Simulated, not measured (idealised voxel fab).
This section sets out a process module, namely voxel quadruple lines.
Each square cell in cross-section cut measures 5 nm, and the section as a whole is 260 nm wide.
How to read a cross-section here: the picture is a grid of square cells, written as bands going from the top down, and any band can span one or more rows of cells. Top height, bottom height, nm. Materials left to right, width each, nm. Single material + "all across" = fills band edge to edge. "blank" = empty. Heights are expressed relative to 0, this being the level below which the as-received wafer comprises one material exclusively. The lowest band is unbounded in the downward direction and is denoted as in "0 down". So if you see something like "30..40" for the width, read it as the top row of the band sitting at the first number and the bottom row at the second, with every row in between moving by the same amount as the last. "stayed the same" (step): cross-section cells unchanged, all of them. In "Fully enclosed voids" the enclosed voids are listed, meaning empty spaces of 8 cells or larger without any opening to the top. The form is width x height at distance, distance from the left edge, units nm. Heads up: the bit after the settings on a step's line is the simulator's remark on that step. When a step includes a mask, the "overlay nm" setting on its line states how far to the right of its planned place that mask lay, and negative values state how far to the left.
### These are the steps we planned for the process
1. RECEIVE | material Si
2. CONFORMAL_DEP | material SiO2 | thk nm 10
3. DIRECTIONAL_DEP | material Ru | thk nm 10
4. DIRECTIONAL_DEP | material polySi | thk nm 20
5. DIRECTIONAL_DEP | material aC | thk nm 20
6. PATTERN | tone cover | mask id MANDREL | material resist | width nm 35 | pitch nm 100 | thk nm 30 | overlay nm 0
7. DIRECTIONAL_ETCH | etch materials aC | depth nm 20
8. STRIP | etch materials resist
9. CONFORMAL_DEP | material SiO2 | thk nm 5
10. DIRECTIONAL_ETCH | etch materials SiO2 | depth nm 15
11. STRIP | etch materials aC
12. DIRECTIONAL_ETCH | etch materials polySi | depth nm 20
13. STRIP | etch materials SiO2
14. CONFORMAL_DEP | material SiCN | thk nm 10
15. DIRECTIONAL_ETCH | etch materials SiCN | depth nm 10
16. STRIP | etch materials polySi
17. DIRECTIONAL_ETCH | etch materials Ru | depth nm 10
18. STRIP | etch materials SiCN
19. FILL_DEP | material lowk | thk nm 5
20. CMP | height nm 20
All wafers enter the flow in the same state. The thk nm at step 9 differs from wafer to wafer, and the plan gives the value for the first wafer.
### Cross-section of the first incoming wafer of several, state after step 1
- 0 down = Si all across
- Fully enclosed voids: none
### Cross-section of the first of several wafers once the module has run through its last step, step 20
- 20 to 10 = lowk=45 | Ru=10 | lowk=5 | Ru=10 | lowk=15 | Ru=10 | lowk=5 | Ru=10 | lowk=35 | Ru=10 | lowk=5 | Ru=10 | lowk=15 | Ru=10 | lowk=5 | Ru=10 | lowk=50
- 10 to 0 = SiO2 all across
- 0 down = Si all across
- Fully enclosed voids: none
### Cross-sectional view of the final wafer of several at the module's end
- 20 to 10 = lowk=35 | Ru=10 | lowk=15 | Ru=10 | lowk=15 | Ru=10 | lowk=15 | Ru=10 | lowk=15 | Ru=10 | lowk=15 | Ru=10 | lowk=15 | Ru=10 | lowk=15 | Ru=10 | lowk=40
- 10 to 0 = SiO2 all across
- 0 down = Si all across
- Fully enclosed voids: none
### Where each wafer stands at the end of the module, a row apiece: cells of each material gained (+) or lost (-) since it was received, then closed voids
thk nm 5, +32 Ru, +104 SiO2, +72 lowk, Fully enclosed voids: none
thk nm 10, +32 Ru, +104 SiO2, +72 lowk, Fully enclosed voids: none
thk nm 15, +32 Ru, +104 SiO2, +72 lowk, Fully enclosed voids: none
